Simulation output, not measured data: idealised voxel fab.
process module | voxel transistor to metal
cross-section cut | 160 nm wide | cells 5 nm
A cross-section is a grid of square cells, given in bands from the top down. A band is one or more rows of cells.
Each band's line starts with the height of the band's top and of its bottom, in nm. Then come its materials from left to right, each with its width in nm. One material with "throughout" fills the band from edge to edge. "air" is empty space.
Height 0 is the level under which the wafer as received is all one material. The lowest band goes on downwards, as in "0 down".
A width such as "30 to 40" changes by the same amount from each row of cells to the next, from the band's top row to its bottom row.
"no change" after a step means that no cell of the cross-section changed.
closed voids: empty space of 8 cells or more with no open way to the top, each as width x height at its distance from the left edge, in nm
after a step's settings: what the simulator itself notes on the step
overlay nm, on a step with a mask: how far to the right of its planned place the mask lay; to the left if negative
Each pair below shows a cross-section before one step and the cross-section after it, down to the lowest band that changed. The line under each pair gives the step between them, with its settings. The pairs can come from different runs of this module on the same starting wafer, so a pair continues from the pair above only where its "before" says so.
before
  0 down: Si throughout
  closed voids: none
after
  0 to -5: SiO2 throughout
  below -5: unchanged
  closed voids: none
the step between: op OXIDIZE | depth nm 5
before: the cross-section after the pair above
after
  15 to 0: SiN throughout
  below 0: unchanged
  closed voids: none
the step between: op CONFORMAL_DEP | material SiN | thk nm 15
before: the cross-section after the pair above
after
  25 to 15: aC throughout
  below 15: unchanged
  closed voids: none
the step between: op DIRECTIONAL_DEP | material aC | thk nm 10
before: the cross-section after the pair above
after
  55 to 25: air 15 | resist 125 | air 20
  below 25: unchanged
  closed voids: none
the step between: op PATTERN | tone cover | mask id ACTIVE | material resist | width nm 125 | thk nm 30 | overlay nm 0
before: the cross-section after the pair above
after
  45 to 25: air 15 | resist 125 | air 20
  25 to 15: air 15 | aC 125 | air 20
  below 15: unchanged
  closed voids: none
the step between: op DIRECTIONAL_ETCH | etch materials aC | depth nm 10
before: the cross-section after the pair above
after
  25 to 15: air 15 | aC 125 | air 20
  below 15: unchanged
  closed voids: none
the step between: op STRIP | etch materials resist
before: the cross-section after the pair above
after
  25 to 15: air 15 | aC 125 | air 20
  15 to 0: air 15 | SiN 125 | air 20
  below 0: unchanged
  closed voids: none
the step between: op DIRECTIONAL_ETCH | etch materials SiN | depth nm 15
before: the cross-section after the pair above
after
  25 to 15: air 15 | aC 125 | air 20
  15 to 0: air 15 | SiN 125 | air 20
  0 to -5: air 15 | SiO2 125 | air 20
  below -5: unchanged
  closed voids: none
the step between: op DIRECTIONAL_ETCH | etch materials SiO2 | depth nm 5
before: the cross-section after the pair above
after
  25 to 15: air 15 | aC 125 | air 20
  15 to 0: air 15 | SiN 125 | air 20
  0 to -5: air 15 | SiO2 125 | air 20
  -5 to -35: air 15 | Si 125 | air 20
  below -35: unchanged
  closed voids: none
the step between: op DIRECTIONAL_ETCH | etch materials Si | depth nm 30
before: the cross-section after the pair above
after
  15 to 0: air 15 | SiN 125 | air 20
  below 0: unchanged
  closed voids: none
the step between: op STRIP | etch materials aC
before: the cross-section after the pair above
after
  15 to 0: air 15 | SiN 125 | air 20
  0 to -5: air 15 | SiO2 125 | air 20
  -5 to -35: air 15 | SiO2 5 | Si 115 | SiO2 5 | air 20
  -35 to -40: SiO2 20 | Si 115 | SiO2 25
  below -40: unchanged
  closed voids: none
the step between: op OXIDIZE | depth nm 5
before: the cross-section after the pair above
after
  30 to 15: SiO2 throughout
  15 to 0: SiO2 15 | SiN 125 | SiO2 20
  0 to -5: SiO2 throughout
  -5 to -40: SiO2 20 | Si 115 | SiO2 25
  below -40: unchanged
  closed voids: none
the step between: op FILL_DEP | material SiO2 | thk nm 15
before: the cross-section after the pair above
after
  15 to 0: SiO2 15 | SiN 125 | SiO2 20
  below 0: unchanged
  closed voids: none
the step between: op CMP | height nm 15
before: the cross-section after the pair above
after
  15 to 5: air 15 | SiN 125 | air 20
  below 5: unchanged
  closed voids: none
the step between: op SELECTIVE_ETCH | etch materials SiO2 | depth nm 10
before: the cross-section after the pair above
after
  5 to 0: SiO2 15 | air 125 | SiO2 20
  below 0: unchanged
  closed voids: none
the step between: op STRIP | etch materials SiN
before: the cross-section after the pair above
after
  0 to -5: SiO2 10 | air 135 | SiO2 15
  below -5: unchanged
  closed voids: none
the step between: op SELECTIVE_ETCH | etch materials SiO2 | depth nm 5
before: the cross-section after the pair above
after
  0 to -5: SiO2 10 | air 135 | SiO2 15
  -5 to -10: SiO2 throughout
  below -10: unchanged
  closed voids: none
the step between: op OXIDIZE | depth nm 5
before: the cross-section after the pair above
after
  20 to 15: polySi 10 | air 135 | polySi 15
  15 to 0: polySi throughout
  0 to -5: SiO2 10 | polySi 135 | SiO2 15
  below -5: unchanged
  closed voids: none
the step between: op DIRECTIONAL_DEP | material polySi | thk nm 20
before: the cross-section after the pair above
after
  30 to 25: SiCN 10 | air 135 | SiCN 15
  25 to 20: SiCN throughout
  20 to 15: polySi 10 | SiCN 135 | polySi 15
  below 15: unchanged
  closed voids: none
the step between: op DIRECTIONAL_DEP | material SiCN | thk nm 10
before: the cross-section after the pair above
after
  40 to 35: aC 10 | air 135 | aC 15
  35 to 30: aC throughout
  30 to 25: SiCN 10 | aC 135 | SiCN 15
  below 25: unchanged
  closed voids: none
the step between: op DIRECTIONAL_DEP | material aC | thk nm 10
before: the cross-section after the pair above
after
  70 to 40: air 65 | resist 25 | air 70
  40 to 35: aC 10 | air 55 | resist 25 | air 55 | aC 15
  below 35: unchanged
  closed voids: none
the step between: op PATTERN | tone cover | mask id GATE | material resist | width nm 25 | thk nm 30 | overlay nm 0
before: the cross-section after the pair above
after
  60 to 35: air 65 | resist 25 | air 70
  35 to 30: air 65 | aC 25 | air 70
  30 to 25: SiCN 10 | air 55 | aC 25 | air 55 | SiCN 15
  below 25: unchanged
  closed voids: none
the step between: op DIRECTIONAL_ETCH | etch materials aC | depth nm 10
before: the cross-section after the pair above
after
  35 to 30: air 65 | aC 25 | air 70
  below 30: unchanged
  closed voids: none
the step between: op STRIP | etch materials resist
before: the cross-section after the pair above
after
  35 to 25: air 65 | aC 25 | air 70
  25 to 20: air 65 | SiCN 25 | air 70
  20 to 15: polySi 10 | air 55 | SiCN 25 | air 55 | polySi 15
  below 15: unchanged
  closed voids: none
the step between: op DIRECTIONAL_ETCH | etch materials SiCN | depth nm 20
before: the cross-section after the pair above
after
  35 to 25: air 65 | aC 25 | air 70
  25 to 15: air 65 | SiCN 25 | air 70
  15 to 0: air 65 | polySi 25 | air 70
  0 to -5: SiO2 10 | air 55 | polySi 25 | air 55 | SiO2 15
  below -5: unchanged
  closed voids: none
the step between: op DIRECTIONAL_ETCH | etch materials polySi | depth nm 30
before: the cross-section after the pair above
after
  25 to 15: air 65 | SiCN 25 | air 70
  below 15: unchanged
  closed voids: none
the step between: op STRIP | etch materials aC
before: the cross-section after the pair above
after
  30 to 25: air 60 | SiO2 35 | air 65
  25 to 15: air 60 | SiO2 5 | SiCN 25 | SiO2 5 | air 65
  15 to 5: air 60 | SiO2 5 | polySi 25 | SiO2 5 | air 65
  5 to 0: SiO2 15 | air 45 | SiO2 5 | polySi 25 | SiO2 5 | air 45 | SiO2 20
  0 to -5: SiO2 65 | polySi 25 | SiO2 70
  below -5: unchanged
  closed voids: none
the step between: op CONFORMAL_DEP | material SiO2 | thk nm 5
before: the cross-section after the pair above
after
  25 to 15: air 60 | SiO2 5 | SiCN 25 | SiO2 5 | air 65
  15 to 0: air 60 | SiO2 5 | polySi 25 | SiO2 5 | air 65
  0 to -5: SiO2 15 | air 45 | SiO2 5 | polySi 25 | SiO2 5 | air 45 | SiO2 20
  below -5: unchanged
  closed voids: none
the step between: op DIRECTIONAL_ETCH | etch materials SiO2 | depth nm 5
before: the cross-section after the pair above
after
  30 to 25: air 55 | SiN 45 | air 60
  25 to 15: air 55 | SiN 5 | SiO2 5 | SiCN 25 | SiO2 5 | SiN 5 | air 60
  15 to 5: air 55 | SiN 5 | SiO2 5 | polySi 25 | SiO2 5 | SiN 5 | air 60
  5 to 0: SiN 20 | air 35 | SiN 5 | SiO2 5 | polySi 25 | SiO2 5 | SiN 5 | air 35 | SiN 25
  0 to -5: SiO2 15 | SiN 45 | SiO2 5 | polySi 25 | SiO2 5 | SiN 45 | SiO2 20
  below -5: unchanged
  closed voids: none
the step between: op CONFORMAL_DEP | material SiN | thk nm 5
before: the cross-section after the pair above
after
  25 to 15: air 55 | SiN 5 | SiO2 5 | SiCN 25 | SiO2 5 | SiN 5 | air 60
  15 to 0: air 55 | SiN 5 | SiO2 5 | polySi 25 | SiO2 5 | SiN 5 | air 60
  0 to -5: SiO2 15 | SiN 5 | air 35 | SiN 5 | SiO2 5 | polySi 25 | SiO2 5 | SiN 5 | air 35 | SiN 5 | SiO2 20
  below -5: unchanged
  closed voids: none
the step between: op DIRECTIONAL_ETCH | etch materials SiN | depth nm 5
before: the cross-section after the pair above
after
  25 to 20: air 55 | SiN 5 | air 5 | SiCN 25 | air 5 | SiN 5 | air 60
  20 to 15: air 55 | SiN 5 | SiO2 5 | SiCN 25 | SiO2 5 | SiN 5 | air 60
  15 to 0: air 55 | SiN 5 | SiO2 5 | polySi 25 | SiO2 5 | SiN 5 | air 60
  0 to -5: air 15 | SiN 5 | air 35 | SiN 5 | SiO2 5 | polySi 25 | SiO2 5 | SiN 5 | air 35 | SiN 5 | air 20
  -5 to -10: SiO2 20 | air 35 | SiO2 45 | air 35 | SiO2 25
  below -10: unchanged
  closed voids: none
the step between: op DIRECTIONAL_ETCH | etch materials SiO2 | depth nm 5
before: the cross-section after the pair above
after
  25 to 20: air 55 | SiN 5 | air 5 | SiCN 25 | air 5 | SiN 5 | air 60
  20 to 15: air 55 | SiN 5 | SiO2 5 | SiCN 25 | SiO2 5 | SiN 5 | air 60
  15 to 0: air 55 | SiN 5 | SiO2 5 | polySi 25 | SiO2 5 | SiN 5 | air 60
  0 to -5: air 15 | SiN 5 | air 35 | SiN 5 | SiO2 5 | polySi 25 | SiO2 5 | SiN 5 | air 35 | SiN 5 | air 20
  -5 to -10: SiO2 20 | air 35 | SiO2 45 | air 35 | SiO2 25
  -10 to -15: SiO2 20 | air 35 | Si 45 | air 35 | SiO2 25
  below -15: unchanged
  closed voids: none
the step between: op DIRECTIONAL_ETCH | etch materials Si | depth nm 5
before: the cross-section after the pair above
after
  25 to 20: air 55 | SiN 5 | air 5 | SiCN 25 | air 5 | SiN 5 | air 60
  20 to 15: air 55 | SiN 5 | SiO2 5 | SiCN 25 | SiO2 5 | SiN 5 | air 60
  15 to 0: air 55 | SiN 5 | SiO2 5 | polySi 25 | SiO2 5 | SiN 5 | air 60
  0 to -5: air 15 | SiN 5 | air 35 | SiN 5 | SiO2 5 | polySi 25 | SiO2 5 | SiN 5 | air 35 | SiN 5 | air 20
  -5 to -10: SiO2 20 | air 30 | nSi 5 | SiO2 45 | nSi 5 | air 30 | SiO2 25
  -10 to -15: SiO2 20 | nSi 35 | Si 45 | nSi 35 | SiO2 25
  below -15: unchanged
  closed voids: none
the step between: op EPI | material nSi | thk nm 5
before: the cross-section after the pair above
after
  35 to 25: SiO2 throughout
  25 to 15: SiO2 55 | SiN 5 | SiO2 5 | SiCN 25 | SiO2 5 | SiN 5 | SiO2 60
  15 to 0: SiO2 55 | SiN 5 | SiO2 5 | polySi 25 | SiO2 5 | SiN 5 | SiO2 60
  0 to -5: SiO2 15 | SiN 5 | SiO2 35 | SiN 5 | SiO2 5 | polySi 25 | SiO2 5 | SiN 5 | SiO2 35 | SiN 5 | SiO2 20
  -5 to -10: SiO2 50 | nSi 5 | SiO2 45 | nSi 5 | SiO2 55
  below -10: unchanged
  closed voids: none
the step between: op FILL_DEP | material SiO2 | thk nm 10
before: the cross-section after the pair above
after
  25 to 15: SiO2 55 | SiN 5 | SiO2 5 | SiCN 25 | SiO2 5 | SiN 5 | SiO2 60
  below 15: unchanged
  closed voids: none
the step between: op CMP | height nm 25
before: the cross-section after the pair above
after
  40 to 25: SiO2 throughout
  below 25: unchanged
  closed voids: none
the step between: op DIRECTIONAL_DEP | material SiO2 | thk nm 15
before: the cross-section after the pair above
after
  40 to 25: SiO2 25 | air 20 | SiO2 65 | air 20 | SiO2 30
  25 to 15: SiO2 25 | air 20 | SiO2 10 | SiN 5 | SiO2 5 | SiCN 25 | SiO2 5 | SiN 5 | SiO2 10 | air 20 | SiO2 30
  15 to 0: SiO2 25 | air 20 | SiO2 10 | SiN 5 | SiO2 5 | polySi 25 | SiO2 5 | SiN 5 | SiO2 10 | air 20 | SiO2 30
  0 to -5: SiO2 15 | SiN 5 | SiO2 5 | air 20 | SiO2 10 | SiN 5 | SiO2 5 | polySi 25 | SiO2 5 | SiN 5 | SiO2 10 | air 20 | SiO2 5 | SiN 5 | SiO2 20
  -5 to -10: SiO2 25 | air 20 | SiO2 5 | nSi 5 | SiO2 45 | nSi 5 | SiO2 5 | air 20 | SiO2 30
  below -10: unchanged
  closed voids: none
the step between: op MASKED_ETCH | tone open | mask id CONTACT | width nm 20 | pitch nm 85 | etch materials SiO2 | depth nm 50 | overlay nm 0
before: the cross-section after the pair above
after
  45 to 40: TiN 30 | air 10 | TiN 75 | air 10 | TiN 35
  40 to 25: SiO2 25 | TiN 5 | air 10 | TiN 5 | SiO2 65 | TiN 5 | air 10 | TiN 5 | SiO2 30
  25 to 15: SiO2 25 | TiN 5 | air 10 | TiN 5 | SiO2 10 | SiN 5 | SiO2 5 | SiCN 25 | SiO2 5 | SiN 5 | SiO2 10 | TiN 5 | air 10 | TiN 5 | SiO2 30
  15 to 0: SiO2 25 | TiN 5 | air 10 | TiN 5 | SiO2 10 | SiN 5 | SiO2 5 | polySi 25 | SiO2 5 | SiN 5 | SiO2 10 | TiN 5 | air 10 | TiN 5 | SiO2 30
  0 to -5: SiO2 15 | SiN 5 | SiO2 5 | TiN 5 | air 10 | TiN 5 | SiO2 10 | SiN 5 | SiO2 5 | polySi 25 | SiO2 5 | SiN 5 | SiO2 10 | TiN 5 | air 10 | TiN 5 | SiO2 5 | SiN 5 | SiO2 20
  -5 to -10: SiO2 25 | TiN 20 | SiO2 5 | nSi 5 | SiO2 45 | nSi 5 | SiO2 5 | TiN 20 | SiO2 30
  below -10: unchanged
  closed voids: none
the step between: op CONFORMAL_DEP | material TiN | thk nm 5
before: the cross-section after the pair above
after
  50 to 45: Ru throughout
  45 to 40: TiN 30 | Ru 10 | TiN 75 | Ru 10 | TiN 35
  40 to 25: SiO2 25 | TiN 5 | Ru 10 | TiN 5 | SiO2 65 | TiN 5 | Ru 10 | TiN 5 | SiO2 30
  25 to 15: SiO2 25 | TiN 5 | Ru 10 | TiN 5 | SiO2 10 | SiN 5 | SiO2 5 | SiCN 25 | SiO2 5 | SiN 5 | SiO2 10 | TiN 5 | Ru 10 | TiN 5 | SiO2 30
  15 to 0: SiO2 25 | TiN 5 | Ru 10 | TiN 5 | SiO2 10 | SiN 5 | SiO2 5 | polySi 25 | SiO2 5 | SiN 5 | SiO2 10 | TiN 5 | Ru 10 | TiN 5 | SiO2 30
  0 to -5: SiO2 15 | SiN 5 | SiO2 5 | TiN 5 | Ru 10 | TiN 5 | SiO2 10 | SiN 5 | SiO2 5 | polySi 25 | SiO2 5 | SiN 5 | SiO2 10 | TiN 5 | Ru 10 | TiN 5 | SiO2 5 | SiN 5 | SiO2 20
  below -5: unchanged
  closed voids: none
the step between: op FILL_DEP | material Ru | thk nm 5
before: the cross-section after the pair above
after
  40 to 25: SiO2 25 | TiN 5 | Ru 10 | TiN 5 | SiO2 65 | TiN 5 | Ru 10 | TiN 5 | SiO2 30
  below 25: unchanged
  closed voids: none
the step between: op CMP | height nm 40
before: the cross-section after the pair above
after
  45 to 40: TiN throughout
  below 40: unchanged
  closed voids: none
the step between: op DIRECTIONAL_DEP | material TiN | thk nm 5
before: the cross-section after the pair above
after
  65 to 45: Ru throughout
  below 45: unchanged
  closed voids: none
the step between: op DIRECTIONAL_DEP | material Ru | thk nm 20
before: the cross-section after the pair above
after
  85 to 65: air 25 | resist 20 | air 65 | resist 20 | air 30
  below 65: unchanged
  closed voids: none
the step between: op PATTERN | tone cover | mask id METAL_1 | material resist | width nm 20 | pitch nm 85 | thk nm 20 | overlay nm 0
before: the cross-section after the pair above
after
  85 to 65: air 25 | resist 20 | air 65 | resist 20 | air 30
  65 to 45: air 25 | Ru 20 | air 65 | Ru 20 | air 30
  below 45: unchanged
  closed voids: none
the step between: op DIRECTIONAL_ETCH | etch materials Ru | depth nm 20
before: the cross-section after the pair above
after
  85 to 65: air 25 | resist 20 | air 65 | resist 20 | air 30
  65 to 45: air 25 | Ru 20 | air 65 | Ru 20 | air 30
  45 to 40: air 25 | TiN 20 | air 65 | TiN 20 | air 30
  below 40: unchanged
  closed voids: none
the step between: op DIRECTIONAL_ETCH | etch materials TiN | depth nm 5
before: the cross-section after the pair above
after
  65 to 45: air 25 | Ru 20 | air 65 | Ru 20 | air 30
  below 45: unchanged
  closed voids: none
the step between: op STRIP | etch materials resist
before: the cross-section after the pair above
after
  70 to 65: air 20 | SiN 30 | air 55 | SiN 30 | air 25
  65 to 45: air 20 | SiN 5 | Ru 20 | SiN 5 | air 55 | SiN 5 | Ru 20 | SiN 5 | air 25
  45 to 40: SiN 25 | TiN 20 | SiN 65 | TiN 20 | SiN 30
  below 40: unchanged
  closed voids: none
the step between: op CONFORMAL_DEP | material SiN | thk nm 5
before: the cross-section after the pair above
after
  80 to 70: SiO2 throughout
  70 to 65: SiO2 20 | SiN 30 | SiO2 55 | SiN 30 | SiO2 25
  65 to 45: SiO2 20 | SiN 5 | Ru 20 | SiN 5 | SiO2 55 | SiN 5 | Ru 20 | SiN 5 | SiO2 25
  below 45: unchanged
  closed voids: none
the step between: op FILL_DEP | material SiO2 | thk nm 10
before: the cross-section after the pair above
after
  65 to 45: SiO2 20 | SiN 5 | Ru 20 | SiN 5 | SiO2 55 | SiN 5 | Ru 20 | SiN 5 | SiO2 25
  below 45: unchanged
  closed voids: none
the step between: op CMP | height nm 65
before: the cross-section after the pair above
after
  70 to 65: SiCN throughout
  below 65: unchanged
  closed voids: none
the step between: op CONFORMAL_DEP | material SiCN | thk nm 5
before
  30 to 15: SiO2 throughout
  15 to 0: SiO2 15 | SiN 125 | SiO2 20
  0 to -5: SiO2 throughout
  -5 to -40: SiO2 20 | Si 115 | SiO2 25
  -40 down: Si throughout
  closed voids: none
after
  20 to 15: SiO2 throughout
  below 15: unchanged
  closed voids: none
the step between: op SELECTIVE_ETCH | etch materials SiO2 | depth nm 10
before: the cross-section after the pair above
after
  15 to 0: SiO2 15 | SiN 125 | SiO2 20
  below 0: unchanged
  closed voids: none
the step between: op SELECTIVE_ETCH | etch materials SiO2 | depth nm 5
before: the cross-section after the pair above
after
  35 to 15: polySi throughout
  below 15: unchanged
  closed voids: none
the step between: op DIRECTIONAL_DEP | material polySi | thk nm 20
before: the cross-section after the pair above
after
  45 to 35: SiCN throughout
  below 35: unchanged
  closed voids: none
the step between: op DIRECTIONAL_DEP | material SiCN | thk nm 10
before: the cross-section after the pair above
after
  55 to 45: aC throughout
  below 45: unchanged
  closed voids: none
the step between: op DIRECTIONAL_DEP | material aC | thk nm 10
before: the cross-section after the pair above
after
  85 to 55: air 65 | resist 25 | air 70
  below 55: unchanged
  closed voids: none
the step between: op PATTERN | tone cover | mask id GATE | material resist | width nm 25 | thk nm 30 | overlay nm 0
before: the cross-section after the pair above
after
  75 to 55: air 65 | resist 25 | air 70
  55 to 45: air 65 | aC 25 | air 70
  below 45: unchanged
  closed voids: none
the step between: op DIRECTIONAL_ETCH | etch materials aC | depth nm 10
before: the cross-section after the pair above
after
  55 to 45: air 65 | aC 25 | air 70
  below 45: unchanged
  closed voids: none
the step between: op STRIP | etch materials resist
before: the cross-section after the pair above
after
  55 to 45: air 65 | aC 25 | air 70
  45 to 35: air 65 | SiCN 25 | air 70
  below 35: unchanged
  closed voids: none
the step between: op DIRECTIONAL_ETCH | etch materials SiCN | depth nm 20
before: the cross-section after the pair above
after
  55 to 45: air 65 | aC 25 | air 70
  45 to 35: air 65 | SiCN 25 | air 70
  35 to 15: air 65 | polySi 25 | air 70
  below 15: unchanged
  closed voids: none
the step between: op DIRECTIONAL_ETCH | etch materials polySi | depth nm 30
before: the cross-section after the pair above
after
  45 to 35: air 65 | SiCN 25 | air 70
  below 35: unchanged
  closed voids: none
the step between: op STRIP | etch materials aC
before: the cross-section after the pair above
after
  50 to 45: air 60 | SiO2 35 | air 65
  45 to 35: air 60 | SiO2 5 | SiCN 25 | SiO2 5 | air 65
  35 to 20: air 60 | SiO2 5 | polySi 25 | SiO2 5 | air 65
  20 to 15: SiO2 65 | polySi 25 | SiO2 70
  below 15: unchanged
  closed voids: none
the step between: op CONFORMAL_DEP | material SiO2 | thk nm 5
before: the cross-section after the pair above
after
  45 to 35: air 60 | SiO2 5 | SiCN 25 | SiO2 5 | air 65
  35 to 15: air 60 | SiO2 5 | polySi 25 | SiO2 5 | air 65
  below 15: unchanged
  closed voids: none
the step between: op DIRECTIONAL_ETCH | etch materials SiO2 | depth nm 5
before: the cross-section after the pair above
after
  50 to 45: air 55 | SiN 45 | air 60
  45 to 35: air 55 | SiN 5 | SiO2 5 | SiCN 25 | SiO2 5 | SiN 5 | air 60
  35 to 20: air 55 | SiN 5 | SiO2 5 | polySi 25 | SiO2 5 | SiN 5 | air 60
  20 to 15: SiN 60 | SiO2 5 | polySi 25 | SiO2 5 | SiN 65
  below 15: unchanged
  closed voids: none
the step between: op CONFORMAL_DEP | material SiN | thk nm 5
before: the cross-section after the pair above
after
  45 to 35: air 55 | SiN 5 | SiO2 5 | SiCN 25 | SiO2 5 | SiN 5 | air 60
  35 to 15: air 55 | SiN 5 | SiO2 5 | polySi 25 | SiO2 5 | SiN 5 | air 60
  below 15: unchanged
  closed voids: none
the step between: op DIRECTIONAL_ETCH | etch materials SiN | depth nm 5
before: the cross-section after the pair above
after
  45 to 40: air 55 | SiN 5 | air 5 | SiCN 25 | air 5 | SiN 5 | air 60
  40 to 35: air 55 | SiN 5 | SiO2 5 | SiCN 25 | SiO2 5 | SiN 5 | air 60
  35 to 15: air 55 | SiN 5 | SiO2 5 | polySi 25 | SiO2 5 | SiN 5 | air 60
  15 to 10: air 15 | SiN 125 | air 20
  below 10: unchanged
  closed voids: none
the step between: op DIRECTIONAL_ETCH | etch materials SiO2 | depth nm 5
before: the cross-section after the pair above
after
  55 to 45: SiO2 throughout
  45 to 35: SiO2 55 | SiN 5 | SiO2 5 | SiCN 25 | SiO2 5 | SiN 5 | SiO2 60
  35 to 15: SiO2 55 | SiN 5 | SiO2 5 | polySi 25 | SiO2 5 | SiN 5 | SiO2 60
  15 to 0: SiO2 15 | SiN 125 | SiO2 20
  below 0: unchanged
  closed voids: none
the step between: op FILL_DEP | material SiO2 | thk nm 10
before: the cross-section after the pair above
after
  25 to 15: SiO2 55 | SiN 5 | SiO2 5 | polySi 25 | SiO2 5 | SiN 5 | SiO2 60
  below 15: unchanged
  closed voids: none
the step between: op CMP | height nm 25
before: the cross-section after the pair above
after
  40 to 25: SiO2 throughout
  below 25: unchanged
  closed voids: none
the step between: op DIRECTIONAL_DEP | material SiO2 | thk nm 15
before: the cross-section after the pair above
after
  40 to 25: SiO2 25 | air 20 | SiO2 65 | air 20 | SiO2 30
  25 to 15: SiO2 25 | air 20 | SiO2 10 | SiN 5 | SiO2 5 | polySi 25 | SiO2 5 | SiN 5 | SiO2 10 | air 20 | SiO2 30
  below 15: unchanged
  closed voids: none
the step between: op MASKED_ETCH | tone open | mask id CONTACT | width nm 20 | pitch nm 85 | etch materials SiO2 | depth nm 50 | overlay nm 0
before: the cross-section after the pair above
after
  45 to 40: TiN 30 | air 10 | TiN 75 | air 10 | TiN 35
  40 to 25: SiO2 25 | TiN 5 | air 10 | TiN 5 | SiO2 65 | TiN 5 | air 10 | TiN 5 | SiO2 30
  25 to 20: SiO2 25 | TiN 5 | air 10 | TiN 5 | SiO2 10 | SiN 5 | SiO2 5 | polySi 25 | SiO2 5 | SiN 5 | SiO2 10 | TiN 5 | air 10 | TiN 5 | SiO2 30
  20 to 15: SiO2 25 | TiN 20 | SiO2 10 | SiN 5 | SiO2 5 | polySi 25 | SiO2 5 | SiN 5 | SiO2 10 | TiN 20 | SiO2 30
  below 15: unchanged
  closed voids: none
the step between: op CONFORMAL_DEP | material TiN | thk nm 5
before: the cross-section after the pair above
after
  50 to 45: Ru throughout
  45 to 40: TiN 30 | Ru 10 | TiN 75 | Ru 10 | TiN 35
  40 to 25: SiO2 25 | TiN 5 | Ru 10 | TiN 5 | SiO2 65 | TiN 5 | Ru 10 | TiN 5 | SiO2 30
  25 to 20: SiO2 25 | TiN 5 | Ru 10 | TiN 5 | SiO2 10 | SiN 5 | SiO2 5 | polySi 25 | SiO2 5 | SiN 5 | SiO2 10 | TiN 5 | Ru 10 | TiN 5 | SiO2 30
  below 20: unchanged
  closed voids: none
the step between: op FILL_DEP | material Ru | thk nm 5
before: the cross-section after the pair above
after
  40 to 25: SiO2 25 | TiN 5 | Ru 10 | TiN 5 | SiO2 65 | TiN 5 | Ru 10 | TiN 5 | SiO2 30
  below 25: unchanged
  closed voids: none
the step between: op CMP | height nm 40
before: the cross-section after the pair above
after
  45 to 40: TiN throughout
  below 40: unchanged
  closed voids: none
the step between: op DIRECTIONAL_DEP | material TiN | thk nm 5
before: the cross-section after the pair above
after
  65 to 45: Ru throughout
  below 45: unchanged
  closed voids: none
the step between: op DIRECTIONAL_DEP | material Ru | thk nm 20
before: the cross-section after the pair above
after
  85 to 65: air 25 | resist 20 | air 65 | resist 20 | air 30
  below 65: unchanged
  closed voids: none
the step between: op PATTERN | tone cover | mask id METAL_1 | material resist | width nm 20 | pitch nm 85 | thk nm 20 | overlay nm 0
before: the cross-section after the pair above
after
  85 to 65: air 25 | resist 20 | air 65 | resist 20 | air 30
  65 to 45: air 25 | Ru 20 | air 65 | Ru 20 | air 30
  below 45: unchanged
  closed voids: none
the step between: op DIRECTIONAL_ETCH | etch materials Ru | depth nm 20
before: the cross-section after the pair above
after
  85 to 65: air 25 | resist 20 | air 65 | resist 20 | air 30
  65 to 45: air 25 | Ru 20 | air 65 | Ru 20 | air 30
  45 to 40: air 25 | TiN 20 | air 65 | TiN 20 | air 30
  below 40: unchanged
  closed voids: none
the step between: op DIRECTIONAL_ETCH | etch materials TiN | depth nm 5
before: the cross-section after the pair above
after
  65 to 45: air 25 | Ru 20 | air 65 | Ru 20 | air 30
  below 45: unchanged
  closed voids: none
the step between: op STRIP | etch materials resist
before: the cross-section after the pair above
after
  70 to 65: air 20 | SiN 30 | air 55 | SiN 30 | air 25
  65 to 45: air 20 | SiN 5 | Ru 20 | SiN 5 | air 55 | SiN 5 | Ru 20 | SiN 5 | air 25
  45 to 40: SiN 25 | TiN 20 | SiN 65 | TiN 20 | SiN 30
  below 40: unchanged
  closed voids: none
the step between: op CONFORMAL_DEP | material SiN | thk nm 5
before: the cross-section after the pair above
after
  80 to 70: SiO2 throughout
  70 to 65: SiO2 20 | SiN 30 | SiO2 55 | SiN 30 | SiO2 25
  65 to 45: SiO2 20 | SiN 5 | Ru 20 | SiN 5 | SiO2 55 | SiN 5 | Ru 20 | SiN 5 | SiO2 25
  below 45: unchanged
  closed voids: none
the step between: op FILL_DEP | material SiO2 | thk nm 10
before: the cross-section after the pair above
after
  65 to 45: SiO2 20 | SiN 5 | Ru 20 | SiN 5 | SiO2 55 | SiN 5 | Ru 20 | SiN 5 | SiO2 25
  below 45: unchanged
  closed voids: none
the step between: op CMP | height nm 65
before: the cross-section after the pair above
after
  70 to 65: SiCN throughout
  below 65: unchanged
  closed voids: none
the step between: op CONFORMAL_DEP | material SiCN | thk nm 5
before
  25 to 15: air 15 | aC 125 | air 20
  15 to 0: air 15 | SiN 125 | air 20
  0 to -5: air 15 | SiO2 125 | air 20
  -5 to -35: air 15 | Si 125 | air 20
  -35 down: Si throughout
  closed voids: none
after
  25 to 15: air 15 | aC 125 | air 20
  15 to 0: air 15 | SiN 125 | air 20
  0 to -5: air 15 | SiO2 125 | air 20
  -5 to -65: air 15 | Si 125 | air 20
  below -65: unchanged
  closed voids: none
the step between: op DIRECTIONAL_ETCH | etch materials Si | depth nm 30
before: the cross-section after the pair above
after
  15 to 0: air 15 | SiN 125 | air 20
  below 0: unchanged
  closed voids: none
the step between: op STRIP | etch materials aC
before: the cross-section after the pair above
after
  15 to 0: air 15 | SiN 125 | air 20
  0 to -5: air 15 | SiO2 125 | air 20
  -5 to -65: air 15 | SiO2 5 | Si 115 | SiO2 5 | air 20
  -65 to -70: SiO2 20 | Si 115 | SiO2 25
  below -70: unchanged
  closed voids: none
the step between: op OXIDIZE | depth nm 5
before: the cross-section after the pair above
after
  30 to 15: SiO2 throughout
  15 to 0: SiO2 15 | SiN 125 | SiO2 20
  0 to -5: SiO2 throughout
  -5 to -70: SiO2 20 | Si 115 | SiO2 25
  below -70: unchanged
  closed voids: none
the step between: op FILL_DEP | material SiO2 | thk nm 15
before: the cross-section after the pair above
after
  15 to 0: SiO2 15 | SiN 125 | SiO2 20
  below 0: unchanged
  closed voids: none
the step between: op CMP | height nm 15
before: the cross-section after the pair above
after
  15 to 5: air 15 | SiN 125 | air 20
  below 5: unchanged
  closed voids: none
the step between: op SELECTIVE_ETCH | etch materials SiO2 | depth nm 10
before: the cross-section after the pair above
after
  5 to 0: SiO2 15 | air 125 | SiO2 20
  below 0: unchanged
  closed voids: none
the step between: op STRIP | etch materials SiN
before: the cross-section after the pair above
after
  0 to -5: SiO2 10 | air 135 | SiO2 15
  below -5: unchanged
  closed voids: none
the step between: op SELECTIVE_ETCH | etch materials SiO2 | depth nm 5
before: the cross-section after the pair above
after
  0 to -5: SiO2 10 | air 135 | SiO2 15
  -5 to -10: SiO2 throughout
  below -10: unchanged
  closed voids: none
the step between: op OXIDIZE | depth nm 5
before: the cross-section after the pair above
after
  20 to 15: polySi 10 | air 135 | polySi 15
  15 to 0: polySi throughout
  0 to -5: SiO2 10 | polySi 135 | SiO2 15
  below -5: unchanged
  closed voids: none
the step between: op DIRECTIONAL_DEP | material polySi | thk nm 20
before: the cross-section after the pair above
after
  30 to 25: SiCN 10 | air 135 | SiCN 15
  25 to 20: SiCN throughout
  20 to 15: polySi 10 | SiCN 135 | polySi 15
  below 15: unchanged
  closed voids: none
the step between: op DIRECTIONAL_DEP | material SiCN | thk nm 10
